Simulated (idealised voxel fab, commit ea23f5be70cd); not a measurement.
process module | voxel self aligned contacts
cross-section cut | 160 nm wide | cells 5 nm
A cross-section is a grid of square cells, given in bands from the top down. A band is one or more rows of cells.
Each band's line starts with the height of the band's top and of its bottom, in nm. Then come its materials from left to right, each with its width in nm. One material with "throughout" fills the band from edge to edge. "air" is empty space.
Height 0 is the level under which the wafer as received is all one material. The lowest band goes on downwards, as in "0 down".
A width such as "30 to 40" changes by the same amount from each row of cells to the next, from the band's top row to its bottom row.
"no change" after a step means that no cell of the cross-section changed.
closed voids: empty space of 8 cells or more with no open way to the top, each as width x height at its distance from the left edge, in nm
after a step's settings: what the simulator itself notes on the step
overlay nm, on a step with a mask: how far to the right of its planned place the mask lay; to the left if negative
plan
1 op RECEIVE | material Si
2 op OXIDIZE | depth nm 5
3 op DIRECTIONAL_DEP | material polySi | thk nm 30
4 op DIRECTIONAL_DEP | material SiN | thk nm 25
5 op PATTERN | tone cover | mask id GATE | material resist | width nm 35 | pitch nm 70 | thk nm 20 | overlay nm 0
6 op DIRECTIONAL_ETCH | etch materials SiN | depth nm 25
7 op DIRECTIONAL_ETCH | etch materials polySi | depth nm 30
8 op STRIP | etch materials resist
9 op CONFORMAL_DEP | material SiN | thk nm 10
10 op DIRECTIONAL_ETCH | etch materials SiN | depth nm 10
11 op FILL_DEP | material SiO2 | thk nm 15
12 op CMP | height nm 65
13 op DIRECTIONAL_DEP | material aC | thk nm 15
14 op PATTERN | tone open | mask id CONTACT | material resist | width nm 45 | thk nm 35 | overlay nm 0
15 op DIRECTIONAL_ETCH | etch materials aC | depth nm 15
16 op STRIP | etch materials resist
17 op DIRECTIONAL_ETCH | etch materials SiO2 | depth nm 70
18 op STRIP | etch materials aC
19 op CONFORMAL_DEP | material TiN | thk nm 5
20 op FILL_DEP | material W | thk nm 10
21 op CMP | height nm 65
22 op CONFORMAL_DEP | material SiN | thk nm 5
as received, after step 1
  0 down: Si throughout
  closed voids: none
first wafer at the end, as planned
  70 to 65: SiN throughout
  65 to 55: SiO2 55 | TiN 5 to 20 | W 35 to 5 | TiN 5 to 20 | SiO2 60
  55 to 30: SiO2 15 | SiN 55 | TiN 5 | W 5 | TiN 5 | SiN 55 | SiO2 20
  30 to 0: SiO2 15 | SiN 10 | polySi 35 | SiN 10 | TiN 5 | W 5 | TiN 5 | SiN 10 | polySi 35 | SiN 10 | SiO2 20
  0 to -5: SiO2 70 | TiN 15 | SiO2 75
  -5 down: Si throughout
  closed voids: none
second wafer at the end: like start, like plan, one mistake
  70 to 65: SiN throughout
  65 to 55: SiO2 55 | TiN 5 to 20 | W 35 to 5 | TiN 5 to 20 | SiO2 60
  55 to 30: SiO2 15 | SiN 55 | TiN 5 | W 5 | TiN 5 | SiN 55 | SiO2 20
  30 to 15: SiO2 15 | SiN 10 | polySi 35 | SiN 10 | TiN 5 | W 5 | TiN 5 | SiN 10 | polySi 35 | SiN 10 | SiO2 20
  15 to 10: SiO2 15 | SiN 10 | polySi 35 | SiN 10 | TiN 15 | SiN 10 | polySi 35 | SiN 10 | SiO2 20
  10 to 0: SiN 25 | polySi 35 | SiN 35 | polySi 35 | SiN 30
  0 to -5: SiO2 throughout
  -5 down: Si throughout
  closed voids: none
what went wrong: steps 9 and 10 were swapped
at the end the second wafer has, in cells: 20 more of SiN | 11 fewer of SiO2 | 6 fewer of TiN | 3 fewer of W
